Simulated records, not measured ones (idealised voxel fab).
The name of this process module is voxel lift off.
Xsec cut, 145 nm wide, square cell size 5 nm.
Cross-section format: a grid of square cells, given as bands from top to bottom; each band is one or more rows of cells.
This entry defines a band. It first specifies the height of the band's top and the height of its bottom in nm, and then specifies the band's materials from left to right, stating each material with its width in nm. The word "throughout" identifies a single material that fills the band from edge to edge, while the word "air" identifies empty space.
Measure heights from 0. That's the level where, below it, the as-received wafer is all one material. The lowest band is bottomless and extends downward; write it as in "from 0 down".
It should be noted that a width expressed as "30..40" varies in equal increments from row to row of cells within the band, taking the value of the first number at the top row and that of the second number at the bottom row.
Where a step carries "nothing changed", the cross-section came out of it unchanged, cell for cell.
In "Enclosed internal cavities" the enclosed voids are listed, meaning empty spaces of 8 cells or larger without any opening to the top. The form is width x height at distance, distance from the left edge, units nm.
Step line, after settings: the simulator's comment on this step.
Steps that use a mask can have "overlay nm" on their line. It says how far the mask sat to the right of where it was meant to be. Negative means to the left.
-- Here's what the planned process steps look like
1 RECEIVE (material Si)
2 CONFORMAL_DEP (material SiN; thk nm 15)
3 PATTERN (tone open; mask id LINES; material resist; width nm 15; pitch nm 30; thk nm 25; overlay nm 0)
4 DIRECTIONAL_DEP (material Ru; thk nm 10)
5 STRIP (etch materials resist)
6 CONFORMAL_DEP (material SiO2; thk nm 10)
-- Cross-sectional view of the wafer in its as-received condition, corresponding to the state after step 1
- from 0 down  Si throughout
- Enclosed internal cavities: none
-- Run as planned - first of the two wafers cross-sectioned at the end of the module
- from 35 to 25  10 of air, 125 of SiO2, 10 of air
- from 25 to 15  20 of SiO2, 15 of Ru, 15 of SiO2, 15 of Ru, 15 of SiO2, 15 of Ru, 15 of SiO2, 15 of Ru, 20 of SiO2
- from 15 to 0  SiN throughout
- from 0 down  Si throughout
- Enclosed internal cavities: none
-- Module end: cross-section of wafer two of two. Same start and process plan as the first wafer. One mistake during execution
- from 35 to 25  15 of air, 125 of SiO2, 5 of air
- from 25 to 15  25 of SiO2, 15 of Ru, 15 of SiO2, 15 of Ru, 15 of SiO2, 15 of Ru, 15 of SiO2, 15 of Ru, 15 of SiO2
- from 15 to 0  SiN throughout
- from 0 down  Si throughout
- Enclosed internal cavities: none
Processing error: step 3 deviated from plan and actually ran as PATTERN (tone open; mask id LINES; material resist; width nm 15; pitch nm 30; thk nm 25; overlay nm 5)
Tallied in cells, the final second wafer holds each material in the same quantity as the first, although not at the same places.
